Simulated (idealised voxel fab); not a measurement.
Process module, titled voxel capacitor over wiring
The figure presents cross-section cut, which has a width of 220 nm and is divided into square cells with an edge length of 5 nm.
Cross-section layout: square cells on a grid; listed as bands, top to bottom; a band spans one or more cell rows. Top, bottom (nm), then materials left to right with widths (nm); lone material tagged "full width" fills the whole band edge to edge; "empty" = empty space. Heights are expressed relative to 0, this being the level below which the as-received wafer comprises one material exclusively. The lowest band is unbounded in the downward direction and is denoted as in "z 0 and below". A width given as "30..40" starts at the first number in the band's top row and ends at the second number in its bottom row, shifting by an equal amount at every step from row to row. Step marked "nothing got changed"? Then no cell in the cross-section changed in it. Voids not open to the top, 8 cells minimum: see "Trapped cavities". Written width x height at distance; distance is from the left edge; nm. Heads up: the bit after the settings on a step's line is the simulator's remark on that step. "overlay nm" on a masked step: distance the mask lay right of its planned place, negative for left.
# Steps planned for the process
step 1: RECEIVE [material Si]
step 2: CONFORMAL_DEP [material SiO2] [thk nm 10]
step 3: DIRECTIONAL_DEP [material TiN] [thk nm 5]
step 4: DIRECTIONAL_DEP [material W] [thk nm 15]
step 5: DIRECTIONAL_DEP [material aC] [thk nm 10]
step 6: PATTERN [tone cover] [mask id METAL_1] [material resist] [width nm 20] [pitch nm 70] [thk nm 30] [overlay nm 0]
step 7: DIRECTIONAL_ETCH [etch materials aC] [depth nm 10]
step 8: STRIP [etch materials resist]
step 9: DIRECTIONAL_ETCH [etch materials W] [depth nm 15]
step 10: DIRECTIONAL_ETCH [etch materials TiN] [depth nm 5]
step 11: STRIP [etch materials aC]
step 12: CONFORMAL_DEP [material SiCN] [thk nm 5]
step 13: FILL_DEP [material SiO2] [thk nm 5]
step 14: CMP [height nm 30]
step 15: CONFORMAL_DEP [material SiCN] [thk nm 5]
step 16: DIRECTIONAL_DEP [material SiO2] [thk nm 15]
step 17: MASKED_ETCH [tone open] [mask id PLUG_1] [width nm 15] [etch materials SiO2] [depth nm 15] [overlay nm 0]
step 18: MASKED_ETCH [tone open] [mask id PLUG_1] [width nm 15] [etch materials SiCN] [depth nm 5] [overlay nm 0]
step 19: CONFORMAL_DEP [material TiN] [thk nm 5]
step 20: FILL_DEP [material Ru] [thk nm 5]
step 21: CMP [height nm 50]
step 22: DIRECTIONAL_DEP [material TiN] [thk nm 10]
step 23: DIRECTIONAL_DEP [material HfO2] [thk nm 5]
step 24: DIRECTIONAL_DEP [material TiN] [thk nm 5]
step 25: PATTERN [tone cover] [mask id UPPER_PLATE] [material resist] [width nm 55] [thk nm 15] [overlay nm 0]
step 26: DIRECTIONAL_ETCH [etch materials TiN] [depth nm 5]
step 27: DIRECTIONAL_ETCH [etch materials HfO2] [depth nm 5]
step 28: STRIP [etch materials resist]
step 29: DIRECTIONAL_DEP [material aC] [thk nm 10]
step 30: PATTERN [tone cover] [mask id LOWER_PLATE] [material resist] [width nm 65] [thk nm 25] [overlay nm 0]
step 31: DIRECTIONAL_ETCH [etch materials aC] [depth nm 10]
step 32: STRIP [etch materials resist]
step 33: DIRECTIONAL_ETCH [etch materials TiN] [depth nm 10]
step 34: STRIP [etch materials aC]
step 35: FILL_DEP [material SiO2] [thk nm 15]
step 36: CMP [height nm 80]
step 37: PATTERN [tone open] [mask id PLUG_2] [material resist] [width nm 15] [thk nm 20] [overlay nm 0]
step 38: DIRECTIONAL_ETCH [etch materials SiO2] [depth nm 10]
step 39: STRIP [etch materials resist]
step 40: CONFORMAL_DEP [material TiN] [thk nm 5]
step 41: FILL_DEP [material Ru] [thk nm 10]
step 42: CMP [height nm 80]
step 43: CONFORMAL_DEP [material SiN] [thk nm 5]
# Wafer as received: cross-section following step 1
	z 0 and below  Si full width
	Trapped cavities: none
# The cross-section shown corresponds to the wafer at the conclusion of the module. The initial structure and the process plan are those presented above; however, one mistake occurred in executing the plan
	z 85 to 80  SiN full width
	z 80 to 75  SiO2 80  TiN 5  Ru 5  TiN 5  SiO2 125
	z 75 to 65  SiO2 80..70  TiN 15..55  SiO2 125..95
	z 65 to 60  SiO2 70  HfO2 55  SiO2 95
	z 60 to 50  SiO2 65  TiN 65  SiO2 90
	z 50 to 35  SiO2 70  TiN 5  Ru 5  TiN 5  SiO2 135
	z 35 to 30  SiCN 70  TiN 15  SiCN 135
	z 30 to 25  SiO2 60  SiCN 30  SiO2 40  SiCN 30  SiO2 60
	z 25 to 15  SiO2 60  SiCN 5  W 20  SiCN 5  SiO2 40  SiCN 5  W 20  SiCN 5  SiO2 60
	z 15 to 10  SiCN 65  W 20  SiCN 50  W 20  SiCN 65
	z 10 to 0  SiO2 full width
	z 0 and below  Si full width
	Trapped cavities: none
Short version of what went wrong: heads up, step 3 of the plan was skipped and never actually ran
